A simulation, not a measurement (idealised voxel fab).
Proc. module: voxel tone inversion
Displayed cross-section: cut, width of 190 nm, square cells sized 5 nm.
Throughout this document, each cross-section is represented as a grid of square cells and is presented as a sequence of bands enumerated from the top downward, where a band comprises one or more rows of cells. Band: top and bottom heights (nm) first, top before bottom; then materials from left to right, widths in nm. "all across" marks a sole material filling the band edge to edge. "empty" denotes empty space. We count height from 0. Below that, the starting wafer is all one material. The lowest band never ends at the bottom but goes on down; see "0..down" for how that is written. When a width is written as two numbers, as in "30..40", the first number is the width in the top row of cells of the band and the second is the width in its bottom row, and the width changes by the same amount from each row to the next. "nothing changed" for a step: no cell of the cross-section changed in that step. Under "Unvented cavities" you'll find the enclosed gaps, the ones with no way out to the top, that are 8 cells or bigger; each reads width x height at distance, with distance counted from the left edge, everything in nm. The remark found on a step's line after its settings is issued by the simulator itself and pertains to that step. overlay nm: right-of-plan distance of the mask on a masked step; negative values mean left-of-plan.

-- Process steps foreseen in the plan
1,RECEIVE, material Si
2,CONFORMAL_DEP, material SiN, thk nm 10
3,DIRECTIONAL_DEP, material polySi, thk nm 25
4,PATTERN, tone cover, mask id POSTS, material resist, width nm 15, pitch nm 30, thk nm 30, overlay nm 0
5,DIRECTIONAL_ETCH, etch materials polySi, depth nm 25
6,STRIP, etch materials resist
7,FILL_DEP, material SiO2, thk nm 10
8,CMP, height nm 35
9,STRIP, etch materials polySi
10,CONFORMAL_DEP, material TiN, thk nm 5
11,FILL_DEP, material W, thk nm 5
12,CMP, height nm 35
13,CONFORMAL_DEP, material SiN, thk nm 5

-- Cross-section of the wafer as it came to us, i.e., already through step 1
0..down: Si all across
Unvented cavities: none

-- The cross-section shown corresponds to the wafer at the conclusion of the module. The initial structure and the process plan are those presented above; however, one mistake occurred in executing the plan
40..35: SiN all across
35..25: SiO2 all across
25..10: SiO2 (55), polySi (15), SiO2 (15), polySi (15), SiO2 (15), polySi (15), SiO2 (60)
10..0: SiN all across
0..down: Si all across
Unvented cavities: none
Short version of what went wrong: so step 3 ended up running with a different setting than we planned, it ran as DIRECTIONAL_DEP, material polySi, thk nm 15
